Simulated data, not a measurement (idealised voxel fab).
Module name: voxel gate over fins (process module)
Square cell edge 5 nm, section width 295 nm, ID cut.
A cross-section in this document is a grid of square cells, and it is written down as bands, the top band listed before the ones below it; a band is made up of one or more rows of cells. Heads up on the band format: heights come first, top then bottom, in nm. After that it's the materials left to right, each with its width in nm. A single material flagged "throughout" fills the whole band edge to edge, and "empty" means there's empty space there. It should be noted that heights are counted from 0, beneath which the wafer as supplied is of one material throughout, and that the lowest band possesses no lower boundary but continues downward, as written in "0 and below". A two-number width, for instance "30->40", indicates that the width is equal to the first number in the top row of the band and to the second number in the bottom row, and that it changes by a constant amount per row of cells. A step reported as "same as before" is a step in which no cell of the cross-section changed. What "Closed void table" gives you is every empty space of 8 cells or more that is cut off from the top. Each appears as width x height at distance, with the distance taken from the left edge and width, height and distance all in nm. Note: text after step settings on the step line = simulator remark on that step. overlay nm, on a step with a mask: how far to the right of its planned place the mask lay; to the left if negative.

Intended process steps:
1 RECEIVE | material Si
2 CONFORMAL_DEP | material SiN | thk nm 5
3 MASKED_ETCH | tone cover | mask id FINS | width nm 15 | pitch nm 40 | etch materials SiN | depth nm 5 | overlay nm 0
4 MASKED_ETCH | tone cover | mask id FINS | width nm 15 | pitch nm 40 | etch materials Si | depth nm 30 | overlay nm 0
5 FILL_DEP | material SiO2 | thk nm 5
6 CMP | height nm 5
7 SELECTIVE_ETCH | etch materials SiO2 | depth nm 20
8 STRIP | etch materials SiN
9 CONFORMAL_DEP | material HfO2 | thk nm 5
10 CONFORMAL_DEP | material TiN | thk nm 5
11 CONFORMAL_DEP | material TiAl | thk nm 5
12 CONFORMAL_DEP | material TiN | thk nm 5
13 FILL_DEP | material W | thk nm 15
14 CMP | height nm 30
15 CONFORMAL_DEP | material SiN | thk nm 5

So, the first of our two wafers, run just as we planned it:

Received-state cross-section, reflecting completion of step 1:
  0 and below = Si throughout
  Closed void table: none

Wafer section view after processing step 2:
  5 down to 0 = SiN throughout
  For the remainder of the cross-section, below 0, there is no change.

Wafer section view after processing step 3:
  5 down to 0 = empty: 80 / SiN: 15 / empty: 25 / SiN: 15 / empty: 25 / SiN: 15 / empty: 25 / SiN: 15 / empty: 80
  For the remainder of the cross-section, below 0, there is no change.

Wafer section view after processing step 4:
  5 down to 0 = empty: 80 / SiN: 15 / empty: 25 / SiN: 15 / empty: 25 / SiN: 15 / empty: 25 / SiN: 15 / empty: 80
  0 down to -30 = empty: 80 / Si: 15 / empty: 25 / Si: 15 / empty: 25 / Si: 15 / empty: 25 / Si: 15 / empty: 80
  For the remainder of the cross-section, below -30, there is no change.

Wafer section view after processing step 5:
  10 down to 5 = SiO2 throughout
  5 down to 0 = SiO2: 80 / SiN: 15 / SiO2: 25 / SiN: 15 / SiO2: 25 / SiN: 15 / SiO2: 25 / SiN: 15 / SiO2: 80
  0 down to -30 = SiO2: 80 / Si: 15 / SiO2: 25 / Si: 15 / SiO2: 25 / Si: 15 / SiO2: 25 / Si: 15 / SiO2: 80
  For the remainder of the cross-section, below -30, there is no change.

Wafer section view after processing step 6:
  5 down to 0 = SiO2: 80 / SiN: 15 / SiO2: 25 / SiN: 15 / SiO2: 25 / SiN: 15 / SiO2: 25 / SiN: 15 / SiO2: 80
  For the remainder of the cross-section, below 0, there is no change.

Wafer section view after processing step 7:
  5 down to 0 = empty: 80 / SiN: 15 / empty: 25 / SiN: 15 / empty: 25 / SiN: 15 / empty: 25 / SiN: 15 / empty: 80
  0 down to -15 = empty: 80 / Si: 15 / empty: 25 / Si: 15 / empty: 25 / Si: 15 / empty: 25 / Si: 15 / empty: 80
  For the remainder of the cross-section, below -15, there is no change.

Wafer section view after processing step 8:
  0 down to -15 = empty: 80 / Si: 15 / empty: 25 / Si: 15 / empty: 25 / Si: 15 / empty: 25 / Si: 15 / empty: 80
  For the remainder of the cross-section, below -15, there is no change.

Wafer section view after processing step 9:
  5 down to 0 = empty: 75 / HfO2: 25 / empty: 15 / HfO2: 25 / empty: 15 / HfO2: 25 / empty: 15 / HfO2: 25 / empty: 75
  0 down to -10 = empty: 75 / HfO2: 5 / Si: 15 / HfO2: 5 / empty: 15 / HfO2: 5 / Si: 15 / HfO2: 5 / empty: 15 / HfO2: 5 / Si: 15 / HfO2: 5 / empty: 15 / HfO2: 5 / Si: 15 / HfO2: 5 / empty: 75
  -10 down to -15 = HfO2: 80 / Si: 15 / HfO2: 25 / Si: 15 / HfO2: 25 / Si: 15 / HfO2: 25 / Si: 15 / HfO2: 80
  For the remainder of the cross-section, below -15, there is no change.

Wafer section view after processing step 10:
  10 down to 5 = empty: 70 / TiN: 35 / empty: 5 / TiN: 35 / empty: 5 / TiN: 35 / empty: 5 / TiN: 35 / empty: 70
  5 down to 0 = empty: 70 / TiN: 5 / HfO2: 25 / TiN: 5 / empty: 5 / TiN: 5 / HfO2: 25 / TiN: 5 / empty: 5 / TiN: 5 / HfO2: 25 / TiN: 5 / empty: 5 / TiN: 5 / HfO2: 25 / TiN: 5 / empty: 70
  0 down to -5 = empty: 70 / TiN: 5 / HfO2: 5 / Si: 15 / HfO2: 5 / TiN: 5 / empty: 5 / TiN: 5 / HfO2: 5 / Si: 15 / HfO2: 5 / TiN: 5 / empty: 5 / TiN: 5 / HfO2: 5 / Si: 15 / HfO2: 5 / TiN: 5 / empty: 5 / TiN: 5 / HfO2: 5 / Si: 15 / HfO2: 5 / TiN: 5 / empty: 70
  -5 down to -10 = TiN: 75 / HfO2: 5 / Si: 15 / HfO2: 5 / TiN: 15 / HfO2: 5 / Si: 15 / HfO2: 5 / TiN: 15 / HfO2: 5 / Si: 15 / HfO2: 5 / TiN: 15 / HfO2: 5 / Si: 15 / HfO2: 5 / TiN: 75
  For the remainder of the cross-section, below -10, there is no change.

Wafer section view after processing step 11:
  15 down to 10 = empty: 65 / TiAl: 165 / empty: 65
  10 down to 5 = empty: 65 / TiAl: 5 / TiN: 35 / TiAl: 5 / TiN: 35 / TiAl: 5 / TiN: 35 / TiAl: 5 / TiN: 35 / TiAl: 5 / empty: 65
  5 down to 0 = empty: 65 / TiAl: 5 / TiN: 5 / HfO2: 25 / TiN: 5 / TiAl: 5 / TiN: 5 / HfO2: 25 / TiN: 5 / TiAl: 5 / TiN: 5 / HfO2: 25 / TiN: 5 / TiAl: 5 / TiN: 5 / HfO2: 25 / TiN: 5 / TiAl: 5 / empty: 65
  0 down to -5 = TiAl: 70 / TiN: 5 / HfO2: 5 / Si: 15 / HfO2: 5 / TiN: 5 / TiAl: 5 / TiN: 5 / HfO2: 5 / Si: 15 / HfO2: 5 / TiN: 5 / TiAl: 5 / TiN: 5 / HfO2: 5 / Si: 15 / HfO2: 5 / TiN: 5 / TiAl: 5 / TiN: 5 / HfO2: 5 / Si: 15 / HfO2: 5 / TiN: 5 / TiAl: 70
  For the remainder of the cross-section, below -5, there is no change.

Wafer section view after processing step 12:
  20 down to 15 = empty: 60 / TiN: 175 / empty: 60
  15 down to 10 = empty: 60 / TiN: 5 / TiAl: 165 / TiN: 5 / empty: 60
  10 down to 5 = empty: 60 / TiN: 5 / TiAl: 5 / TiN: 35 / TiAl: 5 / TiN: 35 / TiAl: 5 / TiN: 35 / TiAl: 5 / TiN: 35 / TiAl: 5 / TiN: 5 / empty: 60
  5 down to 0 = TiN: 65 / TiAl: 5 / TiN: 5 / HfO2: 25 / TiN: 5 / TiAl: 5 / TiN: 5 / HfO2: 25 / TiN: 5 / TiAl: 5 / TiN: 5 / HfO2: 25 / TiN: 5 / TiAl: 5 / TiN: 5 / HfO2: 25 / TiN: 5 / TiAl: 5 / TiN: 65
  For the remainder of the cross-section, below 0, there is no change.

Wafer section view after processing step 13:
  35 down to 20 = W throughout
  20 down to 15 = W: 60 / TiN: 175 / W: 60
  15 down to 10 = W: 60 / TiN: 5 / TiAl: 165 / TiN: 5 / W: 60
  10 down to 5 = W: 60 / TiN: 5 / TiAl: 5 / TiN: 35 / TiAl: 5 / TiN: 35 / TiAl: 5 / TiN: 35 / TiAl: 5 / TiN: 35 / TiAl: 5 / TiN: 5 / W: 60
  For the remainder of the cross-section, below 5, there is no change.

Wafer section view after processing step 14:
  30 down to 20 = W throughout
  For the remainder of the cross-section, below 20, there is no change.

Wafer section view after processing step 15:
  35 down to 30 = SiN throughout
  For the remainder of the cross-section, below 30, there is no change.

Okay, second wafer. Nothing different at the start, nothing different in the plan, just one mistake somewhere in the running. As far as step 10, counting that step, it's the first wafer all over again:

Second wafer profile in section, at the moment step 11 of the plan was meant to be complete:
  15 down to 5 = empty: 65 / TiN: 165 / empty: 65
  5 down to 0 = empty: 65 / TiN: 10 / HfO2: 25 / TiN: 15 / HfO2: 25 / TiN: 15 / HfO2: 25 / TiN: 15 / HfO2: 25 / TiN: 10 / empty: 65
  0 down to -10 = TiN: 75 / HfO2: 5 / Si: 15 / HfO2: 5 / TiN: 15 / HfO2: 5 / Si: 15 / HfO2: 5 / TiN: 15 / HfO2: 5 / Si: 15 / HfO2: 5 / TiN: 15 / HfO2: 5 / Si: 15 / HfO2: 5 / TiN: 75
  For the remainder of the cross-section, below -10, there is no change.

Second wafer profile in section, at the moment step 12 of the plan was meant to be complete:
  20 down to 15 = empty: 60 / TiAl: 175 / empty: 60
  15 down to 5 = empty: 60 / TiAl: 5 / TiN: 165 / TiAl: 5 / empty: 60
  5 down to 0 = TiAl: 65 / TiN: 10 / HfO2: 25 / TiN: 15 / HfO2: 25 / TiN: 15 / HfO2: 25 / TiN: 15 / HfO2: 25 / TiN: 10 / TiAl: 65
  For the remainder of the cross-section, below 0, there is no change.

Second wafer profile in section, at the moment step 13 of the plan was meant to be complete:
  35 down to 20 = W throughout
  20 down to 15 = W: 60 / TiAl: 175 / W: 60
  15 down to 5 = W: 60 / TiAl: 5 / TiN: 165 / TiAl: 5 / W: 60
  For the remainder of the cross-section, below 5, there is no change.

Second wafer profile in section, at the moment step 14 of the plan was meant to be complete:
  30 down to 20 = W throughout
  For the remainder of the cross-section, below 20, there is no change.

Second wafer profile in section, at the moment step 15 of the plan was meant to be complete:
  35 down to 30 = SiN throughout
  For the remainder of the cross-section, below 30, there is no change.
Short version of what went wrong: steps 11 and 12 swapped
Final tally in cells, some materials are higher or lower on the second wafer than on the first: TiAl -9 | TiN +9
